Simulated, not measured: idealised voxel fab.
Module name: voxel ribs on slabs (process module)
Cross-section cut spans 255 nm and uses square cells 5 nm in size.
A cross-section is a grid of square cells, given in bands from the top down. A band is one or more rows of cells.
The entry gives the band's vertical extent as a top height and a bottom height in nm, then its horizontal make-up as materials from left to right, each with a width in nm. "air" stands for empty space; a single material marked "all across" fills the band edge to edge.
Note: height 0 marks the level under which the wafer is uniformly one material as received. Lowest band unbounded below, written "0 and below".
You'd read "30->40" like this: the band's top row of cells is as wide as the first number, its bottom row is as wide as the second, and going down, every row changes width by the same amount as the row before did.
It should be understood that the words "stayed the same", when stated for a given step, signify that the cross-section underwent no change in any of its cells during that step.
In "Closed void inventory" the enclosed voids are listed, meaning empty spaces of 8 cells or larger without any opening to the top. The form is width x height at distance, distance from the left edge, units nm.
Where a step's line continues beyond its settings, the continuation is a remark by the simulator itself on that step.
overlay nm: mask right of planned place by this much (step with mask). Neg. = left.

# Process steps (planned)
| 1 | RECEIVE: material Si |
| 2 | DIRECTIONAL_DEP: material SiO2, thk nm 20 |
| 3 | DIRECTIONAL_DEP: material SiN, thk nm 20 |
| 4 | DIRECTIONAL_DEP: material aC, thk nm 10 |
| 5 | PATTERN: tone cover, mask id RIB, material resist, width nm 15, thk nm 25, overlay nm 0 |
| 6 | DIRECTIONAL_ETCH: etch materials aC, depth nm 10 |
| 7 | STRIP: etch materials resist |
| 8 | DIRECTIONAL_ETCH: etch materials SiN, depth nm 10 |
| 9 | STRIP: etch materials aC |
| 10 | PATTERN: tone cover, mask id SLAB, material resist, width nm 75, thk nm 20, overlay nm 0 |
| 11 | DIRECTIONAL_ETCH: etch materials SiN, depth nm 10 |
| 12 | STRIP: etch materials resist |
| 13 | FILL_DEP: material SiO2, thk nm 20 |
| 14 | CMP: height nm 50 |
| 15 | DIRECTIONAL_DEP: material W, thk nm 10 |
| 16 | MASKED_ETCH: tone cover, mask id HEATER, width nm 25, etch materials W, depth nm 10, overlay nm 0 |
| 17 | CONFORMAL_DEP: material SiO2, thk nm 5 |

# What follows covers the first of two wafers; it ran as planned

# Here's what the wafer looked like in cross-section when it arrived - that's after step 1
> 0 and below: Si all across
> Closed void inventory: none

# Upon completion of step 2, the wafer appears in cross-section as shown
> 20 down to 0: SiO2 all across
> No changes below 0.

# Upon completion of step 3, the wafer appears in cross-section as shown
> 40 down to 20: SiN all across
> No changes below 20.

# Upon completion of step 4, the wafer appears in cross-section as shown
> 50 down to 40: aC all across
> No changes below 40.

# Upon completion of step 5, the wafer appears in cross-section as shown
> 75 down to 50: air: 120, resist: 15, air: 120
> No changes below 50.

# Upon completion of step 6, the wafer appears in cross-section as shown
> 65 down to 50: air: 120, resist: 15, air: 120
> 50 down to 40: air: 120, aC: 15, air: 120
> No changes below 40.

# Upon completion of step 7, the wafer appears in cross-section as shown
> 50 down to 40: air: 120, aC: 15, air: 120
> No changes below 40.

# Upon completion of step 8, the wafer appears in cross-section as shown
> 50 down to 40: air: 120, aC: 15, air: 120
> 40 down to 30: air: 120, SiN: 15, air: 120
> No changes below 30.

# Upon completion of step 9, the wafer appears in cross-section as shown
> 40 down to 30: air: 120, SiN: 15, air: 120
> No changes below 30.

# Upon completion of step 10, the wafer appears in cross-section as shown
> 60 down to 40: air: 90, resist: 75, air: 90
> 40 down to 30: air: 90, resist: 30, SiN: 15, resist: 30, air: 90
> No changes below 30.

# Upon completion of step 11, the wafer appears in cross-section as shown
> 60 down to 40: air: 90, resist: 75, air: 90
> 40 down to 30: air: 90, resist: 30, SiN: 15, resist: 30, air: 90
> 30 down to 20: air: 90, SiN: 75, air: 90
> No changes below 20.

# Upon completion of step 12, the wafer appears in cross-section as shown
> 40 down to 30: air: 120, SiN: 15, air: 120
> No changes below 30.

# Upon completion of step 13, the wafer appears in cross-section as shown
> 60 down to 40: SiO2 all across
> 40 down to 30: SiO2: 120, SiN: 15, SiO2: 120
> 30 down to 20: SiO2: 90, SiN: 75, SiO2: 90
> No changes below 20.

# Upon completion of step 14, the wafer appears in cross-section as shown
> 50 down to 40: SiO2 all across
> No changes below 40.

# Upon completion of step 15, the wafer appears in cross-section as shown
> 60 down to 50: W all across
> No changes below 50.

# Upon completion of step 16, the wafer appears in cross-section as shown
> 60 down to 50: air: 115, W: 25, air: 115
> No changes below 50.

# Upon completion of step 17, the wafer appears in cross-section as shown
> 65 down to 60: air: 110, SiO2: 35, air: 110
> 60 down to 55: air: 110, SiO2: 5, W: 25, SiO2: 5, air: 110
> 55 down to 50: SiO2: 115, W: 25, SiO2: 115
> No changes below 50.

# Second wafer, same starting conditions and recipe as the first, one mistake in executing it, nothing differs from the first up to and including step 2

# Second wafer, section view, time point: scheduled end of step 3
> 60 down to 20: SiN all across
> No changes below 20.

# Second wafer, section view, time point: scheduled end of step 4
> 70 down to 60: aC all across
> No changes below 60.

# Second wafer, section view, time point: scheduled end of step 5
> 95 down to 70: air: 120, resist: 15, air: 120
> No changes below 70.

# Second wafer, section view, time point: scheduled end of step 6
> 85 down to 70: air: 120, resist: 15, air: 120
> 70 down to 60: air: 120, aC: 15, air: 120
> No changes below 60.

# Second wafer, section view, time point: scheduled end of step 7
> 70 down to 60: air: 120, aC: 15, air: 120
> No changes below 60.

# Second wafer, section view, time point: scheduled end of step 8
> 70 down to 60: air: 120, aC: 15, air: 120
> 60 down to 50: air: 120, SiN: 15, air: 120
> No changes below 50.

# Second wafer, section view, time point: scheduled end of step 9
> 60 down to 50: air: 120, SiN: 15, air: 120
> No changes below 50.

# Second wafer, section view, time point: scheduled end of step 10
> 80 down to 60: air: 90, resist: 75, air: 90
> 60 down to 50: air: 90, resist: 30, SiN: 15, resist: 30, air: 90
> No changes below 50.

# Second wafer, section view, time point: scheduled end of step 11
> 80 down to 60: air: 90, resist: 75, air: 90
> 60 down to 50: air: 90, resist: 30, SiN: 15, resist: 30, air: 90
> 50 down to 40: air: 90, SiN: 75, air: 90
> No changes below 40.

# Second wafer, section view, time point: scheduled end of step 12
> 60 down to 50: air: 120, SiN: 15, air: 120
> No changes below 50.

# Second wafer, section view, time point: scheduled end of step 13
> 80 down to 60: SiO2 all across
> 60 down to 50: SiO2: 120, SiN: 15, SiO2: 120
> 50 down to 40: SiO2: 90, SiN: 75, SiO2: 90
> No changes below 40.

# Second wafer, section view, time point: scheduled end of step 14
> 50 down to 40: SiO2: 90, SiN: 75, SiO2: 90
> No changes below 40.

# Second wafer, section view, time point: scheduled end of step 15
> 60 down to 50: W all across
> No changes below 50.

# Second wafer, section view, time point: scheduled end of step 16
> 60 down to 50: air: 115, W: 25, air: 115
> No changes below 50.

# Second wafer, section view, time point: scheduled end of step 17
> 65 down to 60: air: 110, SiO2: 35, air: 110
> 60 down to 55: air: 110, SiO2: 5, W: 25, SiO2: 5, air: 110
> 55 down to 50: SiO2: 115, W: 25, SiO2: 115
> No changes below 50.
Diagnosis: the plan had its step 3 run twice
Final comparison by cell count, materials where the second wafer has more or fewer than the first: 198 more of SiN; 198 fewer of SiO2
